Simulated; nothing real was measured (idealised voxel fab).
The process module presented herein is designated voxel ribs on slabs.
In the cross-section labelled cut, the width is 185 nm and each square cell is 5 nm.
Cross-section = grid of square cells, listed top down in bands; band = one or more rows. Within each band entry, the heights of the top and of the bottom of the band appear first, in that order and in nm; the materials of the band then follow from left to right, each with its corresponding width in nm. The designation "throughout" on a single material indicates that it fills the band from edge to edge; the designation "empty" indicates empty space. All heights in this document are referenced to 0, defined as the level beneath which the wafer, as received, consists entirely of one material. The lowest band is not bounded below; it extends indefinitely downward and is written in the form "0 down". It should be noted that a width expressed as "30->40" varies in equal increments from row to row of cells within the band, taking the value of the first number at the top row and that of the second number at the bottom row. "same as before" means the step left every cell of the cross-section as it was. "Closed void register" lists enclosed empty spaces (at least 8 cells, no open path upward to the top), each as width x height at distance from the left edge, in nm. Read whatever lies past the settings on a step's line as the simulator's own remark about the step. overlay nm: how far to the right of its planned place the mask lay on this masked step (negative: to the left).
Process steps - plan
- 1: RECEIVE [material Si]
- 2: DIRECTIONAL_DEP [material SiO2] [thk nm 25]
- 3: DIRECTIONAL_DEP [material polySi] [thk nm 15]
- 4: PATTERN [tone cover] [mask id RIB] [material resist] [width nm 25] [thk nm 15] [overlay nm 0]
- 5: DIRECTIONAL_ETCH [etch materials polySi] [depth nm 10]
- 6: STRIP [etch materials resist]
- 7: MASKED_ETCH [tone cover] [mask id SLAB] [width nm 65] [etch materials polySi] [depth nm 5] [overlay nm 0]
- 8: FILL_DEP [material SiO2] [thk nm 20]
- 9: CMP [height nm 50]
- 10: DIRECTIONAL_DEP [material TiN] [thk nm 10]
- 11: MASKED_ETCH [tone cover] [mask id HEATER] [width nm 35] [etch materials TiN] [depth nm 10] [overlay nm 0]
- 12: CONFORMAL_DEP [material SiN] [thk nm 5]
The cross-section here shows the wafer as received, i.e. in its state after step 1
- 0 down | Si throughout
- Closed void register: none
End state of the module in cross-section, given the above starting point and plan and one mistake in execution
- 65 to 60 | 70 empty, 45 SiN, 70 empty
- 60 to 55 | 70 empty, 5 SiN, 35 TiN, 5 SiN, 70 empty
- 55 to 50 | 75 SiN, 35 TiN, 75 SiN
- 50 to 30 | SiO2 throughout
- 30 to 25 | 60 SiO2, 20 polySi, 25 SiO2, 20 polySi, 60 SiO2
- 25 to 0 | SiO2 throughout
- 0 down | Si throughout
- Closed void register: none
Nonconformance to the process plan: sequence error: steps 3 and 4 interchanged
